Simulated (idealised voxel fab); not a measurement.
Title: Process Module voxel capacitor over wiring
230 nm wide, 5 nm square cells: that's cross-section cut.
Think of the cross-section as a grid of square cells. We describe it in bands, top to bottom, and each band covers one or more rows of those cells.
Within each band entry, the heights of the top and of the bottom of the band appear first, in that order and in nm; the materials of the band then follow from left to right, each with its corresponding width in nm. The designation "all across" on a single material indicates that it fills the band from edge to edge; the designation "empty" indicates empty space.
Beneath 0, the wafer as received is one material, and that level is where height counting begins. The lowest band goes on downward without a bottom; it is written like "0 down".
A width given as "30..40" starts at the first number in the band's top row and ends at the second number in its bottom row, shifting by an equal amount at every step from row to row.
It should be understood that the words "left unchanged", when stated for a given step, signify that the cross-section underwent no change in any of its cells during that step.
"Closed-off voids" specifies each empty space that is not open to the top and that occupies no fewer than 8 cells, using the form width x height at distance, the distance measured from the left edge and all three quantities in nm.
Read whatever lies past the settings on a step's line as the simulator's own remark about the step.
The optional step-line setting "overlay nm" applies to steps with a mask and quantifies how far to the right of its planned location the mask lay, a negative value indicating leftward placement.
STEPS IN THE PROCESS PLAN
1 op RECEIVE | material Si
2 op CONFORMAL_DEP | material SiO2 | thk nm 10
3 op CONFORMAL_DEP | material SiN | thk nm 5
4 op DIRECTIONAL_DEP | material SiO2 | thk nm 25
5 op DIRECTIONAL_DEP | material aC | thk nm 10
6 op PATTERN | tone open | mask id METAL_1 | material resist | width nm 20 | pitch nm 90 | thk nm 30 | overlay nm 0
7 op DIRECTIONAL_ETCH | etch materials aC | depth nm 10
8 op STRIP | etch materials resist
9 op DIRECTIONAL_ETCH | etch materials SiO2 | depth nm 25
10 op DIRECTIONAL_ETCH | etch materials SiN | depth nm 5
11 op STRIP | etch materials aC
12 op CONFORMAL_DEP | material TiN | thk nm 5
13 op FILL_DEP | material Cu | thk nm 5
14 op CMP | height nm 40
15 op CONFORMAL_DEP | material SiCN | thk nm 5
16 op DIRECTIONAL_DEP | material lowk | thk nm 20
17 op DIRECTIONAL_DEP | material aC | thk nm 10
18 op PATTERN | tone open | mask id PLUG_1 | material resist | width nm 15 | thk nm 25 | overlay nm 0
19 op DIRECTIONAL_ETCH | etch materials aC | depth nm 10
20 op STRIP | etch materials resist
21 op DIRECTIONAL_ETCH | etch materials lowk | depth nm 20
22 op DIRECTIONAL_ETCH | etch materials SiCN | depth nm 5
23 op STRIP | etch materials aC
24 op CONFORMAL_DEP | material TiN | thk nm 5
25 op FILL_DEP | material W | thk nm 10
26 op CMP | height nm 65
27 op DIRECTIONAL_DEP | material TiN | thk nm 10
28 op DIRECTIONAL_DEP | material HfO2 | thk nm 5
29 op DIRECTIONAL_DEP | material TiN | thk nm 5
30 op DIRECTIONAL_DEP | material aC | thk nm 15
31 op PATTERN | tone cover | mask id UPPER_PLATE | material resist | width nm 75 | thk nm 35 | overlay nm 0
32 op DIRECTIONAL_ETCH | etch materials aC | depth nm 15
33 op STRIP | etch materials resist
34 op DIRECTIONAL_ETCH | etch materials TiN | depth nm 5
35 op DIRECTIONAL_ETCH | etch materials HfO2 | depth nm 5
36 op STRIP | etch materials aC
37 op PATTERN | tone cover | mask id LOWER_PLATE | material resist | width nm 85 | thk nm 20 | overlay nm 0
38 op DIRECTIONAL_ETCH | etch materials TiN | depth nm 10
39 op STRIP | etch materials resist
40 op FILL_DEP | material SiO2 | thk nm 15
41 op CMP | height nm 95
42 op MASKED_ETCH | tone open | mask id PLUG_2 | width nm 15 | etch materials SiO2 | depth nm 10 | overlay nm 0
43 op CONFORMAL_DEP | material TiN | thk nm 5
44 op FILL_DEP | material W | thk nm 10
45 op CMP | height nm 95
46 op CONFORMAL_DEP | material SiN | thk nm 5
CROSS-SECTIONAL VIEW OF THE WAFER IN ITS AS-RECEIVED CONDITION, CORRESPONDING TO THE STATE AFTER STEP 1
    0 down  Si all across
    Closed-off voids: none
CROSS-SECTION TAKEN AT MODULE COMPLETION ON THE FIRST OF TWO WAFERS; PROCESSED PER THE PLAN
    100 to 95  SiN all across
    95 to 90  SiO2 75; TiN 5; W 5; TiN 5; SiO2 140
    90 to 80  SiO2 75..65; TiN 15..75; SiO2 140..90
    80 to 75  SiO2 65; HfO2 75; SiO2 90
    75 to 65  SiO2 60; TiN 85; SiO2 85
    65 to 45  lowk 65; TiN 5; W 5; TiN 5; lowk 150
    45 to 40  SiCN 65; TiN 15; SiCN 150
    40 to 15  SiO2 60; TiN 5; Cu 10; TiN 5; SiO2 70; TiN 5; Cu 10; TiN 5; SiO2 60
    15 to 10  SiN 60; TiN 20; SiN 70; TiN 20; SiN 60
    10 to 0  SiO2 all across
    0 down  Si all across
    Closed-off voids: none
THIS IS THE SECOND OF THE TWO WAFERS, CROSS-SECTIONED AT THE END OF THE MODULE; IT STARTED EXACTLY LIKE THE FIRST AND WAS GIVEN THE SAME PLAN, BUT IT WAS RUN WITH ONE MISTAKE
    100 to 95  SiN all across
    95 to 90  SiO2 75; TiN 5; W 5; TiN 5; SiO2 140
    90 to 80  SiO2 75..65; TiN 15..75; SiO2 140..90
    80 to 75  SiO2 65; HfO2 75; SiO2 90
    75 to 65  SiO2 60; TiN 85; SiO2 85
    65 to 45  lowk 65; TiN 5; W 5; TiN 5; lowk 150
    45 to 40  SiCN 65; TiN 15; SiCN 150
    40 to 15  SiO2 55; TiN 5; Cu 10; TiN 5; SiO2 70; TiN 5; Cu 10; TiN 5; SiO2 65
    15 to 10  SiN 55; TiN 20; SiN 70; TiN 20; SiN 65
    10 to 0  SiO2 all across
    0 down  Si all across
    Closed-off voids: none
Want to know what went wrong? for step 6, the planned setting was not used; the step was instead run as op PATTERN | tone open | mask id METAL_1 | material resist | width nm 20 | pitch nm 90 | thk nm 30 | overlay nm -5
Final state: per-material cell counts identical on both wafers; locations differ.
